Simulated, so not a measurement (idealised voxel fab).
Process module, titled voxel self aligned vias
Pictured: cross-section cut, 160 nm wide, on a grid of 5 nm square cells.
Square cells in a grid make up a cross-section in this document, and the grid is given as bands, listed from the top down, each one or more rows of cells. Band: top and bottom heights (nm) first, top before bottom; then materials from left to right, widths in nm. "everywhere" marks a sole material filling the band edge to edge. "blank" denotes empty space. Height is counted from the level 0, under which the received wafer is composed throughout of one material. The lowest of the bands is not closed at the bottom but continues downward, in the notation "from 0 down". With a width like "30->40", each row of cells in the band differs from the next by the same amount, the top row carrying the first number and the bottom row the second. A step reported as "nothing got changed" is a step in which no cell of the cross-section changed. Each empty space that has no open way to the top and spans at least 8 cells appears under "Enclosed empty spaces" as width x height at distance, the distance counted from the left edge, all in nm. Past the settings on a step's line: simulator remark, on that step. The line of a step may include "overlay nm". On a step with a mask, this value is how far to the right of its planned place the mask lay. A negative value means the mask lay to the left.

### Steps in the process plan
1 RECEIVE (material Si)
2 CONFORMAL_DEP (material SiO2; thk nm 10)
3 CONFORMAL_DEP (material SiCN; thk nm 5)
4 DIRECTIONAL_DEP (material lowk; thk nm 25)
5 DIRECTIONAL_DEP (material aC; thk nm 15)
6 PATTERN (tone open; mask id LINES; material resist; width nm 25; pitch nm 55; thk nm 30; overlay nm 0)
7 DIRECTIONAL_ETCH (etch materials aC; depth nm 15)
8 STRIP (etch materials resist)
9 DIRECTIONAL_ETCH (etch materials lowk; depth nm 25)
10 STRIP (etch materials aC)
11 CONFORMAL_DEP (material TiN; thk nm 5)
12 FILL_DEP (material Ru; thk nm 5)
13 CMP (height nm 40)
14 SELECTIVE_ETCH (etch materials W Ru TiN; depth nm 5)
15 FILL_DEP (material SiN; thk nm 10)
16 CMP (height nm 40)
17 DIRECTIONAL_DEP (material lowk; thk nm 15)
18 PATTERN (tone open; mask id VIAS; material resist; width nm 35; pitch nm 55; thk nm 15; overlay nm 0)
19 DIRECTIONAL_ETCH (etch materials lowk; depth nm 15)
20 DIRECTIONAL_ETCH (etch materials SiN; depth nm 5)
21 STRIP (etch materials resist)
22 CONFORMAL_DEP (material TiN; thk nm 5)
23 FILL_DEP (material W; thk nm 10)
24 CMP (height nm 55)
25 CONFORMAL_DEP (material SiN; thk nm 5)

### The first of two wafers, run as planned

### as received, after step 1
  from 0 down = Si everywhere
  Enclosed empty spaces: none

### after step 2
  from 10 to 0 = SiO2 everywhere
  No changes below 0.

### after step 3
  from 15 to 10 = SiCN everywhere
  No changes below 10.

### after step 4
  from 40 to 15 = lowk everywhere
  No changes below 15.

### after step 5
  from 55 to 40 = aC everywhere
  No changes below 40.

### after step 6
  from 85 to 55 = 40 of resist, 25 of blank, 30 of resist, 25 of blank, 40 of resist
  No changes below 55.

### after step 7
  from 70 to 55 = 40 of resist, 25 of blank, 30 of resist, 25 of blank, 40 of resist
  from 55 to 40 = 40 of aC, 25 of blank, 30 of aC, 25 of blank, 40 of aC
  No changes below 40.

### after step 8
  from 55 to 40 = 40 of aC, 25 of blank, 30 of aC, 25 of blank, 40 of aC
  No changes below 40.

### after step 9
  from 55 to 40 = 40 of aC, 25 of blank, 30 of aC, 25 of blank, 40 of aC
  from 40 to 15 = 40 of lowk, 25 of blank, 30 of lowk, 25 of blank, 40 of lowk
  No changes below 15.

### after step 10
  from 40 to 15 = 40 of lowk, 25 of blank, 30 of lowk, 25 of blank, 40 of lowk
  No changes below 15.

### after step 11
  from 45 to 40 = 45 of TiN, 15 of blank, 40 of TiN, 15 of blank, 45 of TiN
  from 40 to 20 = 40 of lowk, 5 of TiN, 15 of blank, 5 of TiN, 30 of lowk, 5 of TiN, 15 of blank, 5 of TiN, 40 of lowk
  from 20 to 15 = 40 of lowk, 25 of TiN, 30 of lowk, 25 of TiN, 40 of lowk
  No changes below 15.

### after step 12
  from 50 to 45 = Ru everywhere
  from 45 to 40 = 45 of TiN, 15 of Ru, 40 of TiN, 15 of Ru, 45 of TiN
  from 40 to 20 = 40 of lowk, 5 of TiN, 15 of Ru, 5 of TiN, 30 of lowk, 5 of TiN, 15 of Ru, 5 of TiN, 40 of lowk
  No changes below 20.

### after step 13
  from 40 to 20 = 40 of lowk, 5 of TiN, 15 of Ru, 5 of TiN, 30 of lowk, 5 of TiN, 15 of Ru, 5 of TiN, 40 of lowk
  No changes below 20.

### after step 14
  from 40 to 35 = 40 of lowk, 25 of blank, 30 of lowk, 25 of blank, 40 of lowk
  No changes below 35.

### after step 15
  from 50 to 40 = SiN everywhere
  from 40 to 35 = 40 of lowk, 25 of SiN, 30 of lowk, 25 of SiN, 40 of lowk
  No changes below 35.

### after step 16
  from 40 to 35 = 40 of lowk, 25 of SiN, 30 of lowk, 25 of SiN, 40 of lowk
  No changes below 35.

### after step 17
  from 55 to 40 = lowk everywhere
  No changes below 40.

### after step 18
  from 70 to 55 = 35 of resist, 35 of blank, 20 of resist, 35 of blank, 35 of resist
  No changes below 55.

### after step 19
  from 70 to 55 = 35 of resist, 35 of blank, 20 of resist, 35 of blank, 35 of resist
  from 55 to 40 = 35 of lowk, 35 of blank, 20 of lowk, 35 of blank, 35 of lowk
  No changes below 40.

### after step 20
  from 70 to 55 = 35 of resist, 35 of blank, 20 of resist, 35 of blank, 35 of resist
  from 55 to 40 = 35 of lowk, 35 of blank, 20 of lowk, 35 of blank, 35 of lowk
  from 40 to 35 = 40 of lowk, 25 of blank, 30 of lowk, 25 of blank, 40 of lowk
  No changes below 35.

### after step 21
  from 55 to 40 = 35 of lowk, 35 of blank, 20 of lowk, 35 of blank, 35 of lowk
  No changes below 40.

### after step 22
  from 60 to 55 = 40 of TiN, 25 of blank, 30 of TiN, 25 of blank, 40 of TiN
  from 55 to 45 = 35 of lowk, 5 of TiN, 25 of blank, 5 of TiN, 20 of lowk, 5 of TiN, 25 of blank, 5 of TiN, 35 of lowk
  from 45 to 40 = 35 of lowk, 10 of TiN, 15 of blank, 10 of TiN, 20 of lowk, 10 of TiN, 15 of blank, 10 of TiN, 35 of lowk
  from 40 to 35 = 40 of lowk, 25 of TiN, 30 of lowk, 25 of TiN, 40 of lowk
  No changes below 35.

### after step 23
  from 70 to 60 = W everywhere
  from 60 to 55 = 40 of TiN, 25 of W, 30 of TiN, 25 of W, 40 of TiN
  from 55 to 45 = 35 of lowk, 5 of TiN, 25 of W, 5 of TiN, 20 of lowk, 5 of TiN, 25 of W, 5 of TiN, 35 of lowk
  from 45 to 40 = 35 of lowk, 10 of TiN, 15 of W, 10 of TiN, 20 of lowk, 10 of TiN, 15 of W, 10 of TiN, 35 of lowk
  No changes below 40.

### after step 24
  from 55 to 45 = 35 of lowk, 5 of TiN, 25 of W, 5 of TiN, 20 of lowk, 5 of TiN, 25 of W, 5 of TiN, 35 of lowk
  No changes below 45.

### after step 25
  from 60 to 55 = SiN everywhere
  No changes below 55.

### Second Wafer (Identical Start and Plan, One Processing Error; Matches First Wafer Through Step 18)

### Second wafer: cross-section at the scheduled end of step 19
  from 70 to 55 = 35 of resist, 35 of blank, 20 of resist, 35 of blank, 35 of resist
  from 55 to 40 = 35 of lowk, 35 of blank, 20 of lowk, 35 of blank, 35 of lowk
  from 40 to 35 = 35 of lowk, 5 of blank, 25 of SiN, 5 of blank, 20 of lowk, 5 of blank, 25 of SiN, 5 of blank, 35 of lowk
  from 35 to 25 = 35 of lowk, 5 of blank, 5 of TiN, 15 of Ru, 5 of TiN, 5 of blank, 20 of lowk, 5 of blank, 5 of TiN, 15 of Ru, 5 of TiN, 5 of blank, 35 of lowk
  No changes below 25.

### Second wafer: cross-section at the scheduled end of step 20
  from 70 to 55 = 35 of resist, 35 of blank, 20 of resist, 35 of blank, 35 of resist
  from 55 to 35 = 35 of lowk, 35 of blank, 20 of lowk, 35 of blank, 35 of lowk
  No changes below 35.

### Second wafer: cross-section at the scheduled end of step 21
  from 55 to 35 = 35 of lowk, 35 of blank, 20 of lowk, 35 of blank, 35 of lowk
  No changes below 35.

### Second wafer: cross-section at the scheduled end of step 22
  from 60 to 55 = 40 of TiN, 25 of blank, 30 of TiN, 25 of blank, 40 of TiN
  from 55 to 40 = 35 of lowk, 5 of TiN, 25 of blank, 5 of TiN, 20 of lowk, 5 of TiN, 25 of blank, 5 of TiN, 35 of lowk
  from 40 to 35 = 35 of lowk, 35 of TiN, 20 of lowk, 35 of TiN, 35 of lowk
  from 35 to 25 = 35 of lowk, 10 of TiN, 15 of Ru, 10 of TiN, 20 of lowk, 10 of TiN, 15 of Ru, 10 of TiN, 35 of lowk
  No changes below 25.

### Second wafer: cross-section at the scheduled end of step 23
  from 70 to 60 = W everywhere
  from 60 to 55 = 40 of TiN, 25 of W, 30 of TiN, 25 of W, 40 of TiN
  from 55 to 40 = 35 of lowk, 5 of TiN, 25 of W, 5 of TiN, 20 of lowk, 5 of TiN, 25 of W, 5 of TiN, 35 of lowk
  No changes below 40.

### Second wafer: cross-section at the scheduled end of step 24
  from 55 to 40 = 35 of lowk, 5 of TiN, 25 of W, 5 of TiN, 20 of lowk, 5 of TiN, 25 of W, 5 of TiN, 35 of lowk
  No changes below 40.

### Second wafer: cross-section at the scheduled end of step 25
  from 60 to 55 = SiN everywhere
  No changes below 55.
So what did we get wrong on this run? plan step 19 ran twice
End of process, cell counts, second wafer against first, materials with more or fewer: TiN +8; W +4; lowk -12
